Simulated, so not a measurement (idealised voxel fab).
Documented hereafter: the process module known as voxel spacer lines.
The cross-section shown here is cut; it is 295 nm wide and divided into square cells measuring 5 nm on a side.
Think of the cross-section as a grid of square cells. We describe it in bands, top to bottom, and each band covers one or more rows of those cells. Each band's line starts with the height of the band's top and of its bottom, in nm. Then come its materials from left to right, each with its width in nm. One material with "full width" fills the band from edge to edge. "empty" is empty space. Heads up on the height convention: 0 is the point under which the incoming wafer is all one material, and the lowest band has no bottom, it just keeps going down, like "from 0 down". Note: "30 to 40" means the width goes from the first number (top row of the band) to the second number (bottom row) in equal steps per row of cells. Any step labelled "remains unaltered" changed none of the cells in the cross-section. Reported under the label "Trapped void list" are the empty spaces having no open way to the top and comprising 8 cells or more; the notation for each is width x height at distance, in which the distance is measured from the left edge and all three values are in nm. On a step's line, text after the settings is the simulator commenting on that step. "overlay nm" on a masked step: distance the mask lay right of its planned place, negative for left.
### Listed below are the process steps as planned
1: RECEIVE [material Si]
2: CONFORMAL_DEP [material Al2O3] [thk nm 5]
3: DIRECTIONAL_DEP [material SiN] [thk nm 15]
4: DIRECTIONAL_DEP [material aC] [thk nm 20]
5: PATTERN [tone cover] [mask id MANDREL] [material resist] [width nm 15] [pitch nm 60] [thk nm 25] [overlay nm 0]
6: DIRECTIONAL_ETCH [etch materials aC] [depth nm 20]
7: STRIP [etch materials resist]
8: CONFORMAL_DEP [material SiO2] [thk nm 15]
9: DIRECTIONAL_ETCH [etch materials SiO2] [depth nm 15]
10: STRIP [etch materials aC]
11: DIRECTIONAL_ETCH [etch materials SiN] [depth nm 15]
12: STRIP [etch materials SiO2]
13: FILL_DEP [material SiO2] [thk nm 10]
14: CMP [height nm 20]
What sets these wafers apart? The width nm at step 5. They all start alike, and the plan carries the first wafer's value.
### Received condition of the first of several wafers, sectioned: post-step 1
* from 0 down | Si full width
* Trapped void list: none
### Wafer cross-section (first of several) - module end, post step 14 (last step)
* from 20 to 5 | 95 of SiO2 / 15 of SiN / 15 of SiO2 / 15 of SiN / 15 of SiO2 / 15 of SiN / 15 of SiO2 / 15 of SiN / 95 of SiO2
* from 5 to 0 | Al2O3 full width
* from 0 down | Si full width
* Trapped void list: none
### Cross-section, module end, final of several wafers
* from 20 to 5 | 90 of SiO2 / 15 of SiN / 30 of SiO2 / 30 of SiN / 30 of SiO2 / 15 of SiN / 85 of SiO2
* from 5 to 0 | Al2O3 full width
* from 0 down | Si full width
* Trapped void list: none
### So in this table every wafer gets its own row, and what you see is where it stands at the end of the module: for each material, how many cells it picked up (+) or gave up (-) since we received it, and after that its closed voids
width nm 15, +59 Al2O3, +36 SiN, +141 SiO2, Trapped void list: none
width nm 20, +59 Al2O3, +36 SiN, +141 SiO2, Trapped void list: none
width nm 25, +59 Al2O3, +36 SiN, +141 SiO2, Trapped void list: none
width nm 30, +59 Al2O3, +36 SiN, +141 SiO2, Trapped void list: none
